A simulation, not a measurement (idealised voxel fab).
voxel ribs on slabs: a process module
FYI the section here is cut, 140 nm wide, cells are 5 nm squares.
We lay out every cross-section as a grid of square cells and spell it out in bands from the top down, where one band means one or more rows of cells.
Band: top and bottom heights (nm) first, top before bottom; then materials from left to right, widths in nm. "throughout" marks a sole material filling the band edge to edge. "empty" denotes empty space.
Height reference: 0 = level under which incoming wafer is all one material. Lowest band: no bottom, runs on downward, e.g. "z 0 and below".
Width spec "30->40" -> top row of cells at first value, bottom row at second value, equal per-row change in between.
No cell of the cross-section changed in a step that is given as "remained the same".
Voids not open to the top, 8 cells minimum: see "Sealed voids". Written width x height at distance; distance is from the left edge; nm.
That trailing text on a step's line, after the settings, is the simulator's own remark on the step.
overlay nm: for a step with a mask, the amount by which the mask lay right of where it was planned; a negative amount means left of it.

These are the steps we planned for the process:
1. RECEIVE | material Si
2. DIRECTIONAL_DEP | material SiO2 | thk nm 30
3. DIRECTIONAL_DEP | material polySi | thk nm 15
4. DIRECTIONAL_DEP | material aC | thk nm 10
5. PATTERN | tone cover | mask id RIB | material resist | width nm 20 | thk nm 30 | overlay nm 0
6. DIRECTIONAL_ETCH | etch materials aC | depth nm 10
7. STRIP | etch materials resist
8. DIRECTIONAL_ETCH | etch materials polySi | depth nm 5
9. STRIP | etch materials aC
10. MASKED_ETCH | tone cover | mask id SLAB | width nm 60 | etch materials polySi | depth nm 10 | overlay nm 0
11. FILL_DEP | material SiO2 | thk nm 25
12. CMP | height nm 65
13. DIRECTIONAL_DEP | material TiN | thk nm 5
14. DIRECTIONAL_DEP | material aC | thk nm 15
15. PATTERN | tone cover | mask id HEATER | material resist | width nm 30 | thk nm 30 | overlay nm 0
16. DIRECTIONAL_ETCH | etch materials aC | depth nm 15
17. STRIP | etch materials resist
18. DIRECTIONAL_ETCH | etch materials TiN | depth nm 5
19. STRIP | etch materials aC
20. CONFORMAL_DEP | material SiO2 | thk nm 5

Here's what the wafer looked like in cross-section when it arrived - that's after step 1:
	z 0 and below = Si throughout
	Sealed voids: none

The following cross-section depicts the wafer upon conclusion of the module. Processing commenced from the starting condition illustrated above and adhered to the plan illustrated above, save for one mistake in execution:
	z 75 to 70 = empty 40  SiO2 40  empty 60
	z 70 to 65 = SiO2 45  TiN 30  SiO2 65
	z 65 to 45 = SiO2 throughout
	z 45 to 40 = SiO2 60  polySi 20  SiO2 60
	z 40 to 30 = SiO2 40  polySi 60  SiO2 40
	z 30 to 0 = SiO2 throughout
	z 0 and below = Si throughout
	Sealed voids: none
Against the plan, the run slipped here: step 15, actual vs plan mismatch, actual run PATTERN | tone cover | mask id HEATER | material resist | width nm 30 | thk nm 30 | overlay nm -10
